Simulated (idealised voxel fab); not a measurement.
You're looking at the process module voxel tone inversion.
We display cut, a cross-section 165 nm in width whose square cells are each 5 nm.
A cross-section is a grid of square cells, given in bands from the top down. A band is one or more rows of cells.
Look at the band entry: it leads with the top's height and the bottom's height in nm. Then it lists the materials left to right, with a width in nm for each. The word "edge to edge" on a single material says that material fills the band edge to edge. The word "empty" is empty space.
Below 0: as-received wafer, all one material; heights counted from there. Lowest band: no bottom, goes on down, written "0..down".
The two numbers in a width such as "30->40" mark its ends across the band: the first belongs to the top row of cells, the second to the bottom row, and from each row to the next the width moves by the same amount.
Where a step carries "nothing altered", the cross-section came out of it unchanged, cell for cell.
"Cavities, sealed" contains a list of empty spaces, each no smaller than 8 cells and without an open way to the top, written in the form width x height at distance with the distance from the left edge and all three in nm.
Note: text after step settings on the step line = simulator remark on that step.
overlay nm: mask right of planned place by this much (step with mask). Neg. = left.

These are the steps we planned for the process
1. RECEIVE [material Si]
2. CONFORMAL_DEP [material SiCN] [thk nm 5]
3. DIRECTIONAL_DEP [material polySi] [thk nm 15]
4. PATTERN [tone cover] [mask id POSTS] [material resist] [width nm 15] [pitch nm 40] [thk nm 20] [overlay nm 0]
5. DIRECTIONAL_ETCH [etch materials polySi] [depth nm 15]
6. STRIP [etch materials resist]
7. FILL_DEP [material SiO2] [thk nm 5]
8. CMP [height nm 20]
9. STRIP [etch materials polySi]

Incoming wafer in cross-section (state: after step 1)
> 0..down = Si edge to edge
> Cavities, sealed: none

End state of the module in cross-section, given the above starting point and plan and one mistake in execution
> 20..15 = SiO2 edge to edge
> 15..0 = SiO2: 55 | polySi: 15 | SiO2: 25 | polySi: 15 | SiO2: 55
> 0..down = Si edge to edge
> Cavities, sealed: none
What broke from the plan during processing? step 2 of the plan did not run at all; it was left out
